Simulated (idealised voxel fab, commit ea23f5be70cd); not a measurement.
Documented hereafter: the process module known as voxel wiring stack.
Section shown: cut. Width: 230 nm. Cell size: 5 nm, square.
Cross-section layout: square cells on a grid; listed as bands, top to bottom; a band spans one or more cell rows.
Top height, bottom height, nm. Materials left to right, width each, nm. Single material + "full width" = fills band edge to edge. "air" = empty.
Basically, 0 is our baseline, since under it the wafer straight out of the box is all one material. The bottom band has no lower end and keeps on going down, so it looks like "0..down".
You'd read "30->40" like this: the band's top row of cells is as wide as the first number, its bottom row is as wide as the second, and going down, every row changes width by the same amount as the row before did.
You'll sometimes find "no alteration" written for a step, and that's the way of saying that nowhere in the cross-section did a cell change during that step.
The entry "Closed voids list" lists the empty spaces that cover at least 8 cells and have no open path to the top. Each is written as width x height at distance, where the distance is measured from the left edge and all three values are in nm.
Text after the settings on a step's line: the simulator's own remark on that step.
If you see "overlay nm" on a step's line and that step has a mask, it's telling you how far right of where it was planned the mask ended up; a negative number means it went left instead.

**Steps in the process plan**
1. RECEIVE [material Si]
2. CONFORMAL_DEP [material SiO2] [thk nm 10]
3. DIRECTIONAL_DEP [material TiN] [thk nm 5]
4. DIRECTIONAL_DEP [material W] [thk nm 20]
5. DIRECTIONAL_DEP [material aC] [thk nm 15]
6. PATTERN [tone cover] [mask id METAL_1] [material resist] [width nm 30] [pitch nm 50] [thk nm 35] [overlay nm 0]
7. DIRECTIONAL_ETCH [etch materials aC] [depth nm 15]
8. STRIP [etch materials resist]
9. DIRECTIONAL_ETCH [etch materials W] [depth nm 20]
10. DIRECTIONAL_ETCH [etch materials TiN] [depth nm 5]
11. STRIP [etch materials aC]
12. FILL_DEP [material SiO2] [thk nm 5]
13. CMP [height nm 35]
14. CONFORMAL_DEP [material SiCN] [thk nm 5]
15. DIRECTIONAL_DEP [material SiO2] [thk nm 25]
16. DIRECTIONAL_DEP [material aC] [thk nm 15]
17. PATTERN [tone open] [mask id METAL_2] [material resist] [width nm 30] [pitch nm 50] [thk nm 35] [overlay nm 0]
18. DIRECTIONAL_ETCH [etch materials aC] [depth nm 15]
19. STRIP [etch materials resist]
20. DIRECTIONAL_ETCH [etch materials SiO2] [depth nm 15]
21. STRIP [etch materials aC]
22. PATTERN [tone open] [mask id METAL_2_HOLES] [material resist] [width nm 15] [pitch nm 50] [thk nm 20] [overlay nm 0]
23. DIRECTIONAL_ETCH [etch materials SiO2] [depth nm 10]
24. DIRECTIONAL_ETCH [etch materials SiCN] [depth nm 5]
25. STRIP [etch materials resist]
26. CONFORMAL_DEP [material TiN] [thk nm 5]
27. FILL_DEP [material Cu] [thk nm 5]
28. CMP [height nm 65]
29. CONFORMAL_DEP [material SiCN] [thk nm 5]
30. DIRECTIONAL_DEP [material SiO2] [thk nm 30]
31. DIRECTIONAL_DEP [material aC] [thk nm 10]
32. PATTERN [tone open] [mask id METAL_3_HOLES] [material resist] [width nm 15] [pitch nm 50] [thk nm 30] [overlay nm -15]
33. DIRECTIONAL_ETCH [etch materials aC] [depth nm 10]
34. STRIP [etch materials resist]
35. DIRECTIONAL_ETCH [etch materials SiO2] [depth nm 30]
36. STRIP [etch materials aC]
37. DIRECTIONAL_DEP [material aC] [thk nm 15]
38. PATTERN [tone open] [mask id METAL_3] [material resist] [width nm 30] [pitch nm 50] [thk nm 35] [overlay nm 0]
39. DIRECTIONAL_ETCH [etch materials aC] [depth nm 15]
40. STRIP [etch materials resist]
41. DIRECTIONAL_ETCH [etch materials SiO2] [depth nm 20]
42. DIRECTIONAL_ETCH [etch materials SiCN] [depth nm 5]
43. STRIP [etch materials aC]
44. CONFORMAL_DEP [material TiN] [thk nm 5]
45. FILL_DEP [material Cu] [thk nm 10]
46. CMP [height nm 100]
47. CONFORMAL_DEP [material SiN] [thk nm 5]
Quick note for whoever runs this: the wafers start identical, but the overlay nm at step 32 isn't the same across them. The plan just shows what the first wafer had.

**Cross-section of the first incoming wafer of several, state after step 1**
0..down: Si full width
Closed voids list: none

**End of the module, past its last step, step 47: how the first of several wafers looks in cross-section**
105..100: SiN full width
100..85: 60 SiO2 | 5 TiN | 35 Cu | 5 TiN | 5 SiO2 | 5 TiN | 35 Cu | 5 TiN | 75 SiO2
85..75: 60 SiO2 | 5 TiN | 5 Cu | 35->5 TiN | 5->35 SiO2 | 5 TiN | 5 Cu | 35->5 TiN | 75->105 SiO2
75..70: 60 SiO2 | 15 TiN | 35 SiO2 | 15 TiN | 105 SiO2
70..65: SiCN full width
65..55: 75 SiO2 | 5 TiN | 20 Cu | 5 TiN | 20 SiO2 | 5 TiN | 20 Cu | 5 TiN | 75 SiO2
55..50: 75 SiO2 | 5 TiN | 5 Cu | 20 TiN | 20 SiO2 | 5 TiN | 5 Cu | 20 TiN | 75 SiO2
50..40: 75 SiO2 | 5 TiN | 5 Cu | 5 TiN | 35 SiO2 | 5 TiN | 5 Cu | 5 TiN | 90 SiO2
40..35: 75 SiCN | 15 TiN | 35 SiCN | 15 TiN | 90 SiCN
35..15: 75 SiO2 | 30 W | 20 SiO2 | 30 W | 75 SiO2
15..10: 75 SiO2 | 30 TiN | 20 SiO2 | 30 TiN | 75 SiO2
10..0: SiO2 full width
0..down: Si full width
Closed voids list: none

**Module end, final wafer: cross-section**
105..100: SiN full width
100..85: 75 SiO2 | 5 TiN | 20 Cu | 5 TiN | 20 SiO2 | 5 TiN | 20 Cu | 5 TiN | 75 SiO2
85..80: 75 SiO2 | 20 TiN | 5 Cu | 5 TiN | 20 SiO2 | 20 TiN | 5 Cu | 5 TiN | 75 SiO2
80..70: 90 SiO2 | 5 TiN | 5 Cu | 5 TiN | 35 SiO2 | 5 TiN | 5 Cu | 5 TiN | 75 SiO2
70..65: 90 SiCN | 15 TiN | 35 SiCN | 15 TiN | 75 SiCN
65..55: 75 SiO2 | 5 TiN | 20 Cu | 5 TiN | 20 SiO2 | 5 TiN | 20 Cu | 5 TiN | 75 SiO2
55..50: 75 SiO2 | 5 TiN | 5 Cu | 20 TiN | 20 SiO2 | 5 TiN | 5 Cu | 20 TiN | 75 SiO2
50..40: 75 SiO2 | 5 TiN | 5 Cu | 5 TiN | 35 SiO2 | 5 TiN | 5 Cu | 5 TiN | 90 SiO2
40..35: 75 SiCN | 15 TiN | 35 SiCN | 15 TiN | 90 SiCN
35..15: 75 SiO2 | 30 W | 20 SiO2 | 30 W | 75 SiO2
15..10: 75 SiO2 | 30 TiN | 20 SiO2 | 30 TiN | 75 SiO2
10..0: SiO2 full width
0..down: Si full width
Closed voids list: none

**Per wafer, end of module: cells gained (+) or lost (-) per material since receipt, then closed voids**
overlay nm -15; +68 Cu; +86 SiCN; +46 SiN; +636 SiO2; +82 TiN; +48 W; Closed voids list: none
overlay nm -10; +62 Cu; +84 SiCN; +46 SiN; +644 SiO2; +82 TiN; +48 W; Closed voids list: none
overlay nm -5; +56 Cu; +82 SiCN; +46 SiN; +652 SiO2; +82 TiN; +48 W; Closed voids list: none
overlay nm 0; +52 Cu; +80 SiCN; +46 SiN; +660 SiO2; +80 TiN; +48 W; Closed voids list: none
overlay nm 5; +52 Cu; +80 SiCN; +46 SiN; +660 SiO2; +80 TiN; +48 W; Closed voids list: none
overlay nm 10; +52 Cu; +80 SiCN; +46 SiN; +660 SiO2; +80 TiN; +48 W; Closed voids list: none
overlay nm 15; +52 Cu; +80 SiCN; +46 SiN; +660 SiO2; +80 TiN; +48 W; Closed voids list: none
